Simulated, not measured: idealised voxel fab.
You're looking at the process module voxel trench capacitor.
Displayed cross-section: cut, width of 295 nm, square cells sized 5 nm.
Cross-section layout: square cells on a grid; listed as bands, top to bottom; a band spans one or more cell rows. What a band's entry tells you: where the top is and where the bottom is, as heights in nm, and after that what lies inside, material by material from left to right, each with its width in nm. Empty space is written as the word "empty", and a single material marked with the word "all across" occupies the band from edge to edge. Note: height 0 marks the level under which the wafer is uniformly one material as received. Lowest band unbounded below, written "0 -> down". Top row gets the first number, bottom row gets the second, and each row in between changes by the same step: that is how a band width like "30 to 40" works. Given "no alteration" for a step, no cell of the cross-section differs between before and after that step. If an empty space has no open way to the top and is at least 8 cells in size, "Trapped voids" lists it, written width x height at distance, where distance is measured from the left edge and every value is in nm. On a step's line, text after the settings is the simulator commenting on that step. "overlay nm" on a masked step: distance the mask lay right of its planned place, negative for left.
## Steps in the process plan
1,RECEIVE, material Si
2,CONFORMAL_DEP, material SiN, thk nm 5
3,DIRECTIONAL_DEP, material aC, thk nm 10
4,PATTERN, tone open, mask id TRENCH, material resist, width nm 15, pitch nm 50, thk nm 30, overlay nm 0
5,DIRECTIONAL_ETCH, etch materials aC, depth nm 10
6,STRIP, etch materials resist
7,DIRECTIONAL_ETCH, etch materials SiN, depth nm 5
8,DIRECTIONAL_ETCH, etch materials Si, depth nm 35
9,STRIP, etch materials aC
10,CONFORMAL_DEP, material SiO2, thk nm 5
11,FILL_DEP, material polySi, thk nm 10
12,CMP, height nm 5
Split variable: width nm, step 4. Plan value = first wafer. Wafers start alike.
## As-received cross-section, first of several wafers, post step 1
0 -> down  Si all across
Trapped voids: none
## Post step 12, the closing step of the module: first of several wafers, cross-sectioned
5 -> 0  SiN (65), SiO2 (5), polySi (5), SiO2 (5), SiN (35), SiO2 (5), polySi (5), SiO2 (5), SiN (35), SiO2 (5), polySi (5), SiO2 (5), SiN (35), SiO2 (5), polySi (5), SiO2 (5), SiN (65)
0 -> -30  Si (65), SiO2 (5), polySi (5), SiO2 (5), Si (35), SiO2 (5), polySi (5), SiO2 (5), Si (35), SiO2 (5), polySi (5), SiO2 (5), Si (35), SiO2 (5), polySi (5), SiO2 (5), Si (65)
-30 -> -35  Si (65), SiO2 (15), Si (35), SiO2 (15), Si (35), SiO2 (15), Si (35), SiO2 (15), Si (65)
-35 -> down  Si all across
Trapped voids: none
## Cross-section, module end, final of several wafers
5 -> 0  SiN (55), SiO2 (5), polySi (25), SiO2 (5), SiN (15), SiO2 (5), polySi (25), SiO2 (5), SiN (15), SiO2 (5), polySi (25), SiO2 (5), SiN (15), SiO2 (5), polySi (25), SiO2 (5), SiN (55)
0 -> -30  Si (55), SiO2 (5), polySi (25), SiO2 (5), Si (15), SiO2 (5), polySi (25), SiO2 (5), Si (15), SiO2 (5), polySi (25), SiO2 (5), Si (15), SiO2 (5), polySi (25), SiO2 (5), Si (55)
-30 -> -35  Si (55), SiO2 (35), Si (15), SiO2 (35), Si (15), SiO2 (35), Si (15), SiO2 (35), Si (55)
-35 -> down  Si all across
Trapped voids: none
## Basically each wafer gets a line in the table, showing it at the end of the module: material by material, the cells it gained (+) or lost (-) since we got it, then its closed voids
width nm 15, -84 Si, +47 SiN, +68 SiO2, +28 polySi, Trapped voids: none
width nm 20, -112 Si, +43 SiN, +72 SiO2, +56 polySi, Trapped voids: none
width nm 25, -140 Si, +39 SiN, +76 SiO2, +84 polySi, Trapped voids: none
width nm 30, -168 Si, +35 SiN, +80 SiO2, +112 polySi, Trapped voids: none
width nm 35, -196 Si, +31 SiN, +84 SiO2, +140 polySi, Trapped voids: none
